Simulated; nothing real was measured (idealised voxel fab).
process module | voxel transistor to metal
cross-section cut | 155 nm wide | cells 5 nm
A cross-section is a grid of square cells, given in bands from the top down. A band is one or more rows of cells.
Each band's line starts with the height of the band's top and of its bottom, in nm. Then come its materials from left to right, each with its width in nm. One material with "throughout" fills the band from edge to edge. "air" is empty space.
Height 0 is the level under which the wafer as received is all one material. The lowest band goes on downwards, as in "0 down".
A width such as "30 to 40" changes by the same amount from each row of cells to the next, from the band's top row to its bottom row.
"no change" after a step means that no cell of the cross-section changed.
closed voids: empty space of 8 cells or more with no open way to the top, each as width x height at its distance from the left edge, in nm
after a step's settings: what the simulator itself notes on the step
overlay nm, on a step with a mask: how far to the right of its planned place the mask lay; to the left if negative
plan
1 op RECEIVE | material Si
2 op OXIDIZE | depth nm 5
3 op CONFORMAL_DEP | material SiN | thk nm 15
4 op DIRECTIONAL_DEP | material aC | thk nm 10
5 op PATTERN | tone cover | mask id ACTIVE | material resist | width nm 105 | thk nm 25 | overlay nm 0
6 op DIRECTIONAL_ETCH | etch materials aC | depth nm 10
7 op STRIP | etch materials resist
8 op DIRECTIONAL_ETCH | etch materials SiN | depth nm 15
9 op DIRECTIONAL_ETCH | etch materials SiO2 | depth nm 5
10 op DIRECTIONAL_ETCH | etch materials Si | depth nm 30
11 op STRIP | etch materials aC
12 op OXIDIZE | depth nm 5
13 op FILL_DEP | material SiO2 | thk nm 15
14 op CMP | height nm 15
15 op SELECTIVE_ETCH | etch materials SiO2 | depth nm 15
16 op STRIP | etch materials SiN
17 op SELECTIVE_ETCH | etch materials SiO2 | depth nm 5
18 op OXIDIZE | depth nm 5
19 op DIRECTIONAL_DEP | material polySi | thk nm 25
20 op DIRECTIONAL_DEP | material SiCN | thk nm 10
21 op PATTERN | tone cover | mask id GATE | material resist | width nm 15 | thk nm 15 | overlay nm 0
22 op DIRECTIONAL_ETCH | etch materials SiCN | depth nm 20
23 op DIRECTIONAL_ETCH | etch materials polySi | depth nm 35
24 op STRIP | etch materials resist
25 op CONFORMAL_DEP | material SiN | thk nm 10
26 op DIRECTIONAL_ETCH | etch materials SiN | depth nm 10
27 op DIRECTIONAL_ETCH | etch materials SiO2 | depth nm 5
28 op EPI | material nSi | thk nm 5
29 op FILL_DEP | material SiO2 | thk nm 10
30 op CMP | height nm 30
31 op DIRECTIONAL_DEP | material SiO2 | thk nm 10
32 op PATTERN | tone open | mask id CONTACT | material resist | width nm 30 | pitch nm 55 | thk nm 20 | overlay nm 0
33 op DIRECTIONAL_ETCH | etch materials SiO2 | depth nm 45
34 op STRIP | etch materials resist
35 op CONFORMAL_DEP | material TiN | thk nm 5
36 op FILL_DEP | material Ru | thk nm 5
37 op CMP | height nm 40
38 op DIRECTIONAL_DEP | material TiN | thk nm 5
39 op DIRECTIONAL_DEP | material Ru | thk nm 15
40 op PATTERN | tone cover | mask id METAL_1 | material resist | width nm 20 | pitch nm 65 | thk nm 15 | overlay nm 0
41 op DIRECTIONAL_ETCH | etch materials Ru | depth nm 15
42 op DIRECTIONAL_ETCH | etch materials TiN | depth nm 5
43 op STRIP | etch materials resist
44 op CONFORMAL_DEP | material SiN | thk nm 5
45 op FILL_DEP | material SiO2 | thk nm 5
46 op CMP | height nm 60
47 op CONFORMAL_DEP | material SiCN | thk nm 5
48 op DIRECTIONAL_DEP | material SiO2 | thk nm 35
49 op DIRECTIONAL_DEP | material aC | thk nm 10
50 op PATTERN | tone open | mask id METAL_2_HOLES | material resist | width nm 15 | pitch nm 65 | thk nm 30 | overlay nm 0
51 op DIRECTIONAL_ETCH | etch materials aC | depth nm 10
52 op STRIP | etch materials resist
53 op DIRECTIONAL_ETCH | etch materials SiO2 | depth nm 35
54 op STRIP | etch materials aC
55 op DIRECTIONAL_DEP | material aC | thk nm 15
56 op PATTERN | tone open | mask id METAL_2 | material resist | width nm 20 | pitch nm 65 | thk nm 35 | overlay nm 0
57 op DIRECTIONAL_ETCH | etch materials aC | depth nm 15
58 op STRIP | etch materials resist
59 op DIRECTIONAL_ETCH | etch materials SiO2 | depth nm 20
60 op DIRECTIONAL_ETCH | etch materials SiCN | depth nm 5
61 op STRIP | etch materials aC
62 op CONFORMAL_DEP | material TiN | thk nm 5
63 op FILL_DEP | material Ru | thk nm 5
64 op CMP | height nm 100
65 op CONFORMAL_DEP | material SiN | thk nm 5
as received, after step 1
  0 down: Si throughout
  closed voids: none
a wafer at the end: this start, this plan, one mistake
  105 to 100: SiN throughout
  100 to 85: SiO2 35 | TiN 5 | Ru 10 | TiN 5 | SiO2 45 | TiN 5 | Ru 10 | TiN 5 | SiO2 35
  85 to 80: SiO2 35 | TiN 5 | Ru 5 | TiN 10 | SiO2 45 | TiN 5 | Ru 5 | TiN 10 | SiO2 35
  80 to 65: SiO2 35 | TiN 5 | Ru 5 | TiN 5 | SiO2 50 | TiN 5 | Ru 5 | TiN 5 | SiO2 40
  65 to 60: SiCN 35 | TiN 15 | SiCN 50 | TiN 15 | SiCN 40
  60 to 45: SiO2 35 | SiN 5 | Ru 20 | SiN 5 | SiO2 35 | SiN 5 | Ru 20 | SiN 5 | SiO2 25
  45 to 40: SiN 40 | TiN 20 | SiN 45 | TiN 20 | SiN 30
  40 to 30: SiO2 35 | TiN 5 | Ru 20 to 15 | TiN 5 to 10 | SiO2 25 | TiN 5 to 10 | Ru 20 to 15 | TiN 5 | SiO2 35
  30 to 20: SiO2 35 | TiN 5 | Ru 15 | TiN 5 | SiN 10 | SiCN 15 | SiN 10 | TiN 5 | Ru 15 | TiN 5 | SiO2 35
  20 to 0: SiO2 35 | TiN 5 | Ru 15 | TiN 5 | SiN 10 | polySi 15 | SiN 10 | TiN 5 | Ru 15 | TiN 5 | SiO2 35
  0 to -5: SiO2 35 | TiN 25 | SiN 10 | polySi 15 | SiN 10 | TiN 25 | SiO2 35
  -5 to -10: SiO2 25 | nSi 35 | SiO2 35 | nSi 35 | SiO2 25
  -10 to -40: SiO2 30 | Si 95 | SiO2 30
  -40 down: Si throughout
  closed voids: none
what went wrong: step 40 ran as: op PATTERN | tone cover | mask id METAL_1 | material resist | width nm 20 | pitch nm 65 | thk nm 15 | overlay nm 5
